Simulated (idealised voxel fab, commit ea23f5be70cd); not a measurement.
process module | voxel capacitor over wiring
cross-section cut | 195 nm wide | cells 5 nm
A cross-section is a grid of square cells, given in bands from the top down. A band is one or more rows of cells.
Each band's line starts with the height of the band's top and of its bottom, in nm. Then come its materials from left to right, each with its width in nm. One material with "throughout" fills the band from edge to edge. "air" is empty space.
Height 0 is the level under which the wafer as received is all one material. The lowest band goes on downwards, as in "0 down".
A width such as "30 to 40" changes by the same amount from each row of cells to the next, from the band's top row to its bottom row.
"no change" after a step means that no cell of the cross-section changed.
closed voids: empty space of 8 cells or more with no open way to the top, each as width x height at its distance from the left edge, in nm
after a step's settings: what the simulator itself notes on the step
overlay nm, on a step with a mask: how far to the right of its planned place the mask lay; to the left if negative
plan
1 op RECEIVE | material Si
2 op CONFORMAL_DEP | material SiO2 | thk nm 10
3 op DIRECTIONAL_DEP | material TiN | thk nm 5
4 op DIRECTIONAL_DEP | material W | thk nm 25
5 op PATTERN | tone cover | mask id METAL_1 | material resist | width nm 25 | pitch nm 90 | thk nm 15 | overlay nm 0
6 op DIRECTIONAL_ETCH | etch materials W | depth nm 25
7 op DIRECTIONAL_ETCH | etch materials TiN | depth nm 5
8 op STRIP | etch materials resist
9 op CONFORMAL_DEP | material SiN | thk nm 5
10 op FILL_DEP | material SiO2 | thk nm 5
11 op CMP | height nm 40
12 op CONFORMAL_DEP | material SiCN | thk nm 5
13 op DIRECTIONAL_DEP | material SiO2 | thk nm 20
14 op DIRECTIONAL_DEP | material aC | thk nm 15
15 op PATTERN | tone open | mask id PLUG_1 | material resist | width nm 15 | thk nm 35 | overlay nm 0
16 op DIRECTIONAL_ETCH | etch materials aC | depth nm 15
17 op STRIP | etch materials resist
18 op DIRECTIONAL_ETCH | etch materials SiO2 | depth nm 20
19 op DIRECTIONAL_ETCH | etch materials SiCN | depth nm 5
20 op STRIP | etch materials aC
21 op EPI | material Ru | thk nm 10
22 op EPI | material Ru | thk nm 10
23 op EPI | material Ru | thk nm 5
24 op DIRECTIONAL_DEP | material TiN | thk nm 5
25 op DIRECTIONAL_DEP | material Al2O3 | thk nm 5
26 op DIRECTIONAL_DEP | material TiN | thk nm 10
27 op MASKED_ETCH | tone cover | mask id UPPER_PLATE | width nm 70 | etch materials TiN | depth nm 10 | overlay nm 0
28 op MASKED_ETCH | tone cover | mask id UPPER_PLATE | width nm 70 | etch materials Al2O3 | depth nm 5 | overlay nm 0
29 op MASKED_ETCH | tone cover | mask id LOWER_PLATE | width nm 80 | etch materials TiN | depth nm 5 | overlay nm 0
30 op FILL_DEP | material SiO2 | thk nm 20
31 op CMP | height nm 100
32 op MASKED_ETCH | tone open | mask id PLUG_2 | width nm 15 | etch materials SiO2 | depth nm 15 | overlay nm 0
33 op CONFORMAL_DEP | material TiN | thk nm 5
34 op FILL_DEP | material Ru | thk nm 5
35 op CMP | height nm 100
36 op CONFORMAL_DEP | material SiCN | thk nm 5
as received, after step 1
  0 down: Si throughout
  closed voids: none
a wafer at the end: this start, this plan, one mistake
  115 to 100: SiCN throughout
  100 to 90: SiO2 60 | TiN 5 | Ru 5 | TiN 5 | SiO2 120
  90 to 85: SiO2 60 | TiN 15 | SiO2 120
  85 to 75: SiO2 50 | TiN 70 | SiO2 75
  75 to 70: SiO2 50 | Al2O3 70 | SiO2 75
  70 to 65: SiO2 45 | TiN 80 | SiO2 70
  65 to 45: SiO2 50 | Ru 15 | SiO2 130
  45 to 40: SiCN 50 | Ru 15 | SiCN 130
  40 to 15: SiO2 35 | SiN 5 | W 25 | SiN 5 | SiO2 55 | SiN 5 | W 25 | SiN 5 | SiO2 35
  15 to 10: SiN 40 | TiN 25 | SiN 65 | TiN 25 | SiN 40
  10 to 0: SiO2 throughout
  0 down: Si throughout
  closed voids: none
what went wrong: step 36 ran as: op CONFORMAL_DEP | material SiCN | thk nm 15
